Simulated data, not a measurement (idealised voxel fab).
process module | voxel trench capacitor
The cross-section on display is named cut; it measures 185 nm wide, and its cells are 5 nm squares.
Cross-section layout: square cells on a grid; listed as bands, top to bottom; a band spans one or more cell rows. Look at the band entry: it leads with the top's height and the bottom's height in nm. Then it lists the materials left to right, with a width in nm for each. The word "everywhere" on a single material says that material fills the band edge to edge. The word "air" is empty space. Heights are reckoned from 0. Under this level, the received wafer is all of one material. The bottommost band is open-ended downward, for example "0..down". Top row gets the first number, bottom row gets the second, and each row in between changes by the same step: that is how a band width like "30 to 40" works. What does "stayed the same" mean for a step? It means no cell of the cross-section changed in that step. "Enclosed cavities" enumerates empty spaces isolated from the top, with no open way to it, that contain at least 8 cells, giving each as width x height at distance from the left edge, all three in nm. Anything after a step's settings on that line? It's the simulator's own note about the step. overlay nm: on a step with a mask, how far right of its planned place the mask lay; negative means left.
Planned process steps:
1. RECEIVE: material Si
2. CONFORMAL_DEP: material SiN, thk nm 10
3. DIRECTIONAL_DEP: material aC, thk nm 15
4. PATTERN: tone open, mask id TRENCH, material resist, width nm 25, pitch nm 50, thk nm 30, overlay nm 0
5. DIRECTIONAL_ETCH: etch materials aC, depth nm 15
6. STRIP: etch materials resist
7. DIRECTIONAL_ETCH: etch materials SiN, depth nm 10
8. DIRECTIONAL_ETCH: etch materials Si, depth nm 35
9. STRIP: etch materials aC
10. CONFORMAL_DEP: material Al2O3, thk nm 5
11. CONFORMAL_DEP: material TiN, thk nm 5
12. FILL_DEP: material W, thk nm 10
13. CMP: height nm 10
Account of the first of two wafers, which was processed as intended:
As received (post step 1): cross-section:
- 0..down: Si everywhere
- Enclosed cavities: none
After step 2: wafer cross-section:
- 10..0: SiN everywhere
- below 0: unchanged
After step 3: wafer cross-section:
- 25..10: aC everywhere
- below 10: unchanged
After step 4: wafer cross-section:
- 55..25: resist 55  air 25  resist 25  air 25  resist 55
- below 25: unchanged
After step 5: wafer cross-section:
- 40..25: resist 55  air 25  resist 25  air 25  resist 55
- 25..10: aC 55  air 25  aC 25  air 25  aC 55
- below 10: unchanged
After step 6: wafer cross-section:
- 25..10: aC 55  air 25  aC 25  air 25  aC 55
- below 10: unchanged
After step 7: wafer cross-section:
- 25..10: aC 55  air 25  aC 25  air 25  aC 55
- 10..0: SiN 55  air 25  SiN 25  air 25  SiN 55
- below 0: unchanged
After step 8: wafer cross-section:
- 25..10: aC 55  air 25  aC 25  air 25  aC 55
- 10..0: SiN 55  air 25  SiN 25  air 25  SiN 55
- 0..-35: Si 55  air 25  Si 25  air 25  Si 55
- below -35: unchanged
After step 9: wafer cross-section:
- 10..0: SiN 55  air 25  SiN 25  air 25  SiN 55
- below 0: unchanged
After step 10: wafer cross-section:
- 15..10: Al2O3 60  air 15  Al2O3 35  air 15  Al2O3 60
- 10..0: SiN 55  Al2O3 5  air 15  Al2O3 5  SiN 25  Al2O3 5  air 15  Al2O3 5  SiN 55
- 0..-30: Si 55  Al2O3 5  air 15  Al2O3 5  Si 25  Al2O3 5  air 15  Al2O3 5  Si 55
- -30..-35: Si 55  Al2O3 25  Si 25  Al2O3 25  Si 55
- below -35: unchanged
After step 11: wafer cross-section:
- 20..15: TiN 65  air 5  TiN 45  air 5  TiN 65
- 15..10: Al2O3 60  TiN 5  air 5  TiN 5  Al2O3 35  TiN 5  air 5  TiN 5  Al2O3 60
- 10..0: SiN 55  Al2O3 5  TiN 5  air 5  TiN 5  Al2O3 5  SiN 25  Al2O3 5  TiN 5  air 5  TiN 5  Al2O3 5  SiN 55
- 0..-25: Si 55  Al2O3 5  TiN 5  air 5  TiN 5  Al2O3 5  Si 25  Al2O3 5  TiN 5  air 5  TiN 5  Al2O3 5  Si 55
- -25..-30: Si 55  Al2O3 5  TiN 15  Al2O3 5  Si 25  Al2O3 5  TiN 15  Al2O3 5  Si 55
- below -30: unchanged
After step 12: wafer cross-section:
- 30..20: W everywhere
- 20..15: TiN 65  W 5  TiN 45  W 5  TiN 65
- 15..10: Al2O3 60  TiN 5  W 5  TiN 5  Al2O3 35  TiN 5  W 5  TiN 5  Al2O3 60
- 10..0: SiN 55  Al2O3 5  TiN 5  W 5  TiN 5  Al2O3 5  SiN 25  Al2O3 5  TiN 5  W 5  TiN 5  Al2O3 5  SiN 55
- 0..-25: Si 55  Al2O3 5  TiN 5  W 5  TiN 5  Al2O3 5  Si 25  Al2O3 5  TiN 5  W 5  TiN 5  Al2O3 5  Si 55
- below -25: unchanged
After step 13: wafer cross-section:
- 10..0: SiN 55  Al2O3 5  TiN 5  W 5  TiN 5  Al2O3 5  SiN 25  Al2O3 5  TiN 5  W 5  TiN 5  Al2O3 5  SiN 55
- below 0: unchanged
Wafer two: like wafer one in start and plan, but with one mistake in execution; identical up to and including step 9:
Cross-section of the second wafer when, according to plan, step 10 should have finished:
- 15..10: TiN 60  air 15  TiN 35  air 15  TiN 60
- 10..0: SiN 55  TiN 5  air 15  TiN 5  SiN 25  TiN 5  air 15  TiN 5  SiN 55
- 0..-30: Si 55  TiN 5  air 15  TiN 5  Si 25  TiN 5  air 15  TiN 5  Si 55
- -30..-35: Si 55  TiN 25  Si 25  TiN 25  Si 55
- below -35: unchanged
Cross-section of the second wafer when, according to plan, step 11 should have finished:
- 20..15: Al2O3 65  air 5  Al2O3 45  air 5  Al2O3 65
- 15..10: TiN 60  Al2O3 5  air 5  Al2O3 5  TiN 35  Al2O3 5  air 5  Al2O3 5  TiN 60
- 10..0: SiN 55  TiN 5  Al2O3 5  air 5  Al2O3 5  TiN 5  SiN 25  TiN 5  Al2O3 5  air 5  Al2O3 5  TiN 5  SiN 55
- 0..-25: Si 55  TiN 5  Al2O3 5  air 5  Al2O3 5  TiN 5  Si 25  TiN 5  Al2O3 5  air 5  Al2O3 5  TiN 5  Si 55
- -25..-30: Si 55  TiN 5  Al2O3 15  TiN 5  Si 25  TiN 5  Al2O3 15  TiN 5  Si 55
- below -30: unchanged
Cross-section of the second wafer when, according to plan, step 12 should have finished:
- 30..20: W everywhere
- 20..15: Al2O3 65  W 5  Al2O3 45  W 5  Al2O3 65
- 15..10: TiN 60  Al2O3 5  W 5  Al2O3 5  TiN 35  Al2O3 5  W 5  Al2O3 5  TiN 60
- 10..0: SiN 55  TiN 5  Al2O3 5  W 5  Al2O3 5  TiN 5  SiN 25  TiN 5  Al2O3 5  W 5  Al2O3 5  TiN 5  SiN 55
- 0..-25: Si 55  TiN 5  Al2O3 5  W 5  Al2O3 5  TiN 5  Si 25  TiN 5  Al2O3 5  W 5  Al2O3 5  TiN 5  Si 55
- below -25: unchanged
Cross-section of the second wafer when, according to plan, step 13 should have finished:
- 10..0: SiN 55  TiN 5  Al2O3 5  W 5  Al2O3 5  TiN 5  SiN 25  TiN 5  Al2O3 5  W 5  Al2O3 5  TiN 5  SiN 55
- below 0: unchanged
Misprocessing identified: contrary to the plan, steps 10 and 11 were processed in exchanged order
Final comparison by cell count, materials where the second wafer has more or fewer than the first: -8 Al2O3 | +8 TiN
